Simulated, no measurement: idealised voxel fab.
You're looking at the process module voxel gate over fins.
Section cut is 300 nm wide and gridded with 5 nm square cells.
This document writes a cross-section as a grid whose cells are square, and gives it as bands, listed from the top down; one or more rows of cells form a band.
The entry gives the band's vertical extent as a top height and a bottom height in nm, then its horizontal make-up as materials from left to right, each with a width in nm. "air" stands for empty space; a single material marked "full width" fills the band edge to edge.
Note: height 0 marks the level under which the wafer is uniformly one material as received. Lowest band unbounded below, written "from 0 down".
With a width like "30 to 40", each row of cells in the band differs from the next by the same amount, the top row carrying the first number and the bottom row the second.
The cross-section has no changed cell in any step marked "no alteration".
The label "Voids lacking openings" introduces a list of the empty spaces, 8 cells or larger, that have no open way up to the top; each entry in it reads width x height at distance, where the distance is taken from the left edge and all three are stated in nm.
Read whatever lies past the settings on a step's line as the simulator's own remark about the step.
"overlay nm", when on a step's line for a step with a mask, measures how far to the right of its planned place the mask lay; a negative measure means to the left.
This section lists the process steps that were planned:
1) RECEIVE (material Si)
2) CONFORMAL_DEP (material SiN; thk nm 10)
3) DIRECTIONAL_DEP (material aC; thk nm 15)
4) PATTERN (tone cover; mask id FINS; material resist; width nm 15; pitch nm 40; thk nm 35; overlay nm 0)
5) DIRECTIONAL_ETCH (etch materials aC; depth nm 15)
6) STRIP (etch materials resist)
7) DIRECTIONAL_ETCH (etch materials SiN; depth nm 10)
8) DIRECTIONAL_ETCH (etch materials Si; depth nm 30)
9) STRIP (etch materials aC)
10) OXIDIZE (depth nm 5)
11) FILL_DEP (material SiO2; thk nm 5)
12) CMP (height nm 10)
13) SELECTIVE_ETCH (etch materials SiO2; depth nm 25)
14) STRIP (etch materials SiN)
15) CONFORMAL_DEP (material HfO2; thk nm 5)
16) CONFORMAL_DEP (material TiN; thk nm 5)
17) FILL_DEP (material W; thk nm 15)
18) CMP (height nm 20)
19) CONFORMAL_DEP (material SiCN; thk nm 10)
Incoming wafer in cross-section (state: after step 1):
- from 0 down = Si full width
- Voids lacking openings: none
The module was run from the start shown above using the plan shown above, but one mistake was made doing it; the resulting wafer cross-section is below:
- from 30 to 20 = SiCN full width
- from 20 to 15 = TiN full width
- from 15 to 10 = HfO2 (105); TiN (5); HfO2 (35); TiN (5); HfO2 (35); TiN (5); HfO2 (110)
- from 10 to 5 = TiN (100); HfO2 (5); TiN (5); HfO2 (5); TiN (25); HfO2 (5); TiN (5); HfO2 (5); TiN (25); HfO2 (5); TiN (5); HfO2 (5); TiN (105)
- from 5 to 0 = TiN (100); HfO2 (15); TiN (25); HfO2 (15); TiN (25); HfO2 (15); TiN (105)
- from 0 to -30 = TiN (100); SiO2 (5); Si (5); SiO2 (5); TiN (25); SiO2 (5); Si (5); SiO2 (5); TiN (25); SiO2 (5); Si (5); SiO2 (5); TiN (105)
- from -30 to -35 = SiO2 (105); Si (5); SiO2 (35); Si (5); SiO2 (35); Si (5); SiO2 (110)
- from -35 down = Si full width
- Voids lacking openings: none
Deviation noted in wafer processing: step 11 ran as: FILL_DEP (material TiN; thk nm 5)
